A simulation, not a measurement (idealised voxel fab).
process module | voxel transistor to metal
cross-section cut | 285 nm wide | cells 5 nm
A cross-section is a grid of square cells, given in bands from the top down. A band is one or more rows of cells.
Each band's line starts with the height of the band's top and of its bottom, in nm. Then come its materials from left to right, each with its width in nm. One material with "throughout" fills the band from edge to edge. "air" is empty space.
Height 0 is the level under which the wafer as received is all one material. The lowest band goes on downwards, as in "0 down".
A width such as "30 to 40" changes by the same amount from each row of cells to the next, from the band's top row to its bottom row.
"no change" after a step means that no cell of the cross-section changed.
closed voids: empty space of 8 cells or more with no open way to the top, each as width x height at its distance from the left edge, in nm
after a step's settings: what the simulator itself notes on the step
overlay nm, on a step with a mask: how far to the right of its planned place the mask lay; to the left if negative
plan
1 op RECEIVE | material Si
2 op OXIDIZE | depth nm 5
3 op CONFORMAL_DEP | material SiN | thk nm 15
4 op MASKED_ETCH | tone cover | mask id ACTIVE | width nm 115 | pitch nm 140 | etch materials SiN | depth nm 15 | overlay nm 0
5 op MASKED_ETCH | tone cover | mask id ACTIVE | width nm 115 | pitch nm 140 | etch materials SiO2 | depth nm 5 | overlay nm 0
6 op MASKED_ETCH | tone cover | mask id ACTIVE | width nm 115 | pitch nm 140 | etch materials Si | depth nm 30 | overlay nm 0
7 op OXIDIZE | depth nm 5
8 op FILL_DEP | material SiO2 | thk nm 5
9 op CMP | height nm 15
10 op SELECTIVE_ETCH | etch materials SiO2 | depth nm 5
11 op STRIP | etch materials SiN
12 op SELECTIVE_ETCH | etch materials SiO2 | depth nm 5
13 op OXIDIZE | depth nm 5
14 op DIRECTIONAL_DEP | material polySi | thk nm 20
15 op DIRECTIONAL_DEP | material SiCN | thk nm 10
16 op DIRECTIONAL_DEP | material aC | thk nm 15
17 op PATTERN | tone cover | mask id GATE | material resist | width nm 25 | pitch nm 140 | thk nm 30 | overlay nm 0
18 op DIRECTIONAL_ETCH | etch materials aC | depth nm 15
19 op STRIP | etch materials resist
20 op DIRECTIONAL_ETCH | etch materials SiCN | depth nm 20
21 op DIRECTIONAL_ETCH | etch materials polySi | depth nm 30
22 op STRIP | etch materials aC
23 op CONFORMAL_DEP | material SiN | thk nm 10
24 op DIRECTIONAL_ETCH | etch materials SiN | depth nm 10
25 op DIRECTIONAL_ETCH | etch materials SiO2 | depth nm 5
26 op DIRECTIONAL_ETCH | etch materials Si | depth nm 15
27 op EPI | material SiGe | thk nm 15
28 op FILL_DEP | material SiO2 | thk nm 5
29 op CMP | height nm 15
30 op STRIP | etch materials polySi
31 op SELECTIVE_ETCH | etch materials SiO2 | depth nm 5
32 op CONFORMAL_DEP | material HfO2 | thk nm 5
33 op CONFORMAL_DEP | material TiN | thk nm 5
34 op FILL_DEP | material W | thk nm 5
35 op CMP | height nm 10
36 op DIRECTIONAL_DEP | material SiO2 | thk nm 15
37 op MASKED_ETCH | tone open | mask id CONTACT | width nm 20 | etch materials SiO2 | depth nm 35 | overlay nm 0
38 op CONFORMAL_DEP | material TiN | thk nm 5
39 op FILL_DEP | material Ru | thk nm 5
40 op CMP | height nm 25
41 op CONFORMAL_DEP | material SiCN | thk nm 5
42 op DIRECTIONAL_DEP | material SiO2 | thk nm 25
43 op DIRECTIONAL_DEP | material aC | thk nm 10
44 op PATTERN | tone open | mask id METAL_1 | material resist | width nm 15 | thk nm 30 | overlay nm 0
45 op DIRECTIONAL_ETCH | etch materials aC | depth nm 10
46 op STRIP | etch materials resist
47 op DIRECTIONAL_ETCH | etch materials SiO2 | depth nm 25
48 op DIRECTIONAL_ETCH | etch materials SiCN | depth nm 5
49 op STRIP | etch materials aC
50 op CONFORMAL_DEP | material TiN | thk nm 5
51 op FILL_DEP | material W | thk nm 5
52 op CMP | height nm 55
53 op CONFORMAL_DEP | material SiCN | thk nm 5
54 op DIRECTIONAL_DEP | material SiO2 | thk nm 25
55 op MASKED_ETCH | tone open | mask id METAL_2_HOLES | width nm 15 | pitch nm 140 | etch materials SiO2 | depth nm 25 | overlay nm 0
56 op DIRECTIONAL_DEP | material aC | thk nm 10
57 op PATTERN | tone open | mask id METAL_2 | material resist | width nm 20 | pitch nm 140 | thk nm 25 | overlay nm 0
58 op DIRECTIONAL_ETCH | etch materials aC | depth nm 10
59 op STRIP | etch materials resist
60 op DIRECTIONAL_ETCH | etch materials SiO2 | depth nm 15
61 op DIRECTIONAL_ETCH | etch materials SiCN | depth nm 5
62 op STRIP | etch materials aC
63 op CONFORMAL_DEP | material TiN | thk nm 5
64 op FILL_DEP | material Cu | thk nm 5
65 op CMP | height nm 85
66 op CONFORMAL_DEP | material SiCN | thk nm 5
varied across the wafers: width nm of step 44. The plan shows the first wafer's value. All wafers start alike
first wafer as received, after step 1
  0 down: Si throughout
  closed voids: none
each wafer at the end: cells of each material gained (+) or lost (-) since it was received, then its closed voids
width nm 15 | +14 Cu | +26 HfO2 | +36 Ru | -276 Si | +153 SiCN | +108 SiGe | +40 SiN | +743 SiO2 | +158 TiN | +24 W | closed voids: none
width nm 20 | +14 Cu | +26 HfO2 | +36 Ru | -276 Si | +149 SiCN | +108 SiGe | +40 SiN | +723 SiO2 | +162 TiN | +44 W | closed voids: none
width nm 25 | +14 Cu | +26 HfO2 | +36 Ru | -276 Si | +145 SiCN | +108 SiGe | +40 SiN | +703 SiO2 | +166 TiN | +64 W | closed voids: none
width nm 30 | +14 Cu | +26 HfO2 | +36 Ru | -276 Si | +141 SiCN | +108 SiGe | +40 SiN | +683 SiO2 | +170 TiN | +84 W | closed voids: none
